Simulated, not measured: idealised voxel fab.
Process module under the name voxel plated lines
The width of the displayed cross-section, cut, is 265 nm; its cells are square, with a size of 5 nm.
The cross-sections in this document take the form of a grid made of square cells. They are written out as bands, in order from top to bottom. Each band consists of one or more rows of cells.
The entry gives the band's vertical extent as a top height and a bottom height in nm, then its horizontal make-up as materials from left to right, each with a width in nm. "blank" stands for empty space; a single material marked "edge to edge" fills the band edge to edge.
Heads up on the height convention: 0 is the point under which the incoming wafer is all one material, and the lowest band has no bottom, it just keeps going down, like "z 0 and below".
When a width is written as two numbers, as in "30->40", the first number is the width in the top row of cells of the band and the second is the width in its bottom row, and the width changes by the same amount from each row to the next.
"stayed the same", as given for a step, is the statement that not any cell of the cross-section underwent a change during that step.
You'll see "Voids, sealed" listing empty spaces that have no way open to the top, as long as they're 8 cells or more; the notation is width x height at distance, where the distance is from the left edge, and all of it is in nm.
Where a step's line continues beyond its settings, the continuation is a remark by the simulator itself on that step.
A step's line can hold "overlay nm"; with a mask on that step, the setting says how far right of the planned place the mask lay, while a negative setting says it lay to the left.

Here's what the planned process steps look like:
step 1: RECEIVE: material Si
step 2: CONFORMAL_DEP: material SiO2, thk nm 15
step 3: DIRECTIONAL_DEP: material TiN, thk nm 5
step 4: PATTERN: tone open, mask id LINES, material resist, width nm 20, pitch nm 50, thk nm 20, overlay nm 0
step 5: EPI: material Ru, thk nm 5
step 6: STRIP: etch materials resist
step 7: DIRECTIONAL_ETCH: etch materials TiN, depth nm 5
step 8: CONFORMAL_DEP: material SiN, thk nm 10

The first of a set of two wafers, run to plan:

Delivered wafer in cross-section: state after step 1:
- z 0 and below  Si edge to edge
- Voids, sealed: none

Cross-section of the wafer subsequent to step 2:
- z 15 to 0  SiO2 edge to edge
- Rest of section, below 0: as before.

Cross-section of the wafer subsequent to step 3:
- z 20 to 15  TiN edge to edge
- Rest of section, below 15: as before.

Cross-section of the wafer subsequent to step 4:
- z 40 to 20  resist 45 nm | blank 20 nm | resist 30 nm | blank 20 nm | resist 30 nm | blank 20 nm | resist 30 nm | blank 20 nm | resist 50 nm
- Rest of section, below 20: as before.

Cross-section of the wafer subsequent to step 5:
- z 40 to 25  resist 45 nm | blank 20 nm | resist 30 nm | blank 20 nm | resist 30 nm | blank 20 nm | resist 30 nm | blank 20 nm | resist 50 nm
- z 25 to 20  resist 45 nm | Ru 20 nm | resist 30 nm | Ru 20 nm | resist 30 nm | Ru 20 nm | resist 30 nm | Ru 20 nm | resist 50 nm
- Rest of section, below 20: as before.

Cross-section of the wafer subsequent to step 6:
- z 25 to 20  blank 45 nm | Ru 20 nm | blank 30 nm | Ru 20 nm | blank 30 nm | Ru 20 nm | blank 30 nm | Ru 20 nm | blank 50 nm
- Rest of section, below 20: as before.

Cross-section of the wafer subsequent to step 7:
- z 25 to 20  blank 45 nm | Ru 20 nm | blank 30 nm | Ru 20 nm | blank 30 nm | Ru 20 nm | blank 30 nm | Ru 20 nm | blank 50 nm
- z 20 to 15  blank 45 nm | TiN 20 nm | blank 30 nm | TiN 20 nm | blank 30 nm | TiN 20 nm | blank 30 nm | TiN 20 nm | blank 50 nm
- Rest of section, below 15: as before.

Cross-section of the wafer subsequent to step 8:
- z 35 to 25  blank 35 nm | SiN 40 nm | blank 10 nm | SiN 40 nm | blank 10 nm | SiN 40 nm | blank 10 nm | SiN 40 nm | blank 40 nm
- z 25 to 20  SiN 45 nm | Ru 20 nm | SiN 30 nm | Ru 20 nm | SiN 30 nm | Ru 20 nm | SiN 30 nm | Ru 20 nm | SiN 50 nm
- z 20 to 15  SiN 45 nm | TiN 20 nm | SiN 30 nm | TiN 20 nm | SiN 30 nm | TiN 20 nm | SiN 30 nm | TiN 20 nm | SiN 50 nm
- Rest of section, below 15: as before.

The second wafer was prepared from the same starting point and under the same plan as the first; its processing contained one mistake, and it remains indistinguishable from the first wafer up to and including step 7:

What the second wafer looks like in cross-section when step 8 should have wrapped up: stayed the same
what went wrong: plan step 8 never ran because it was skipped
Once processing is complete, comparing cell counts shows that the second wafer has more or fewer of certain materials than the first: -138 SiN
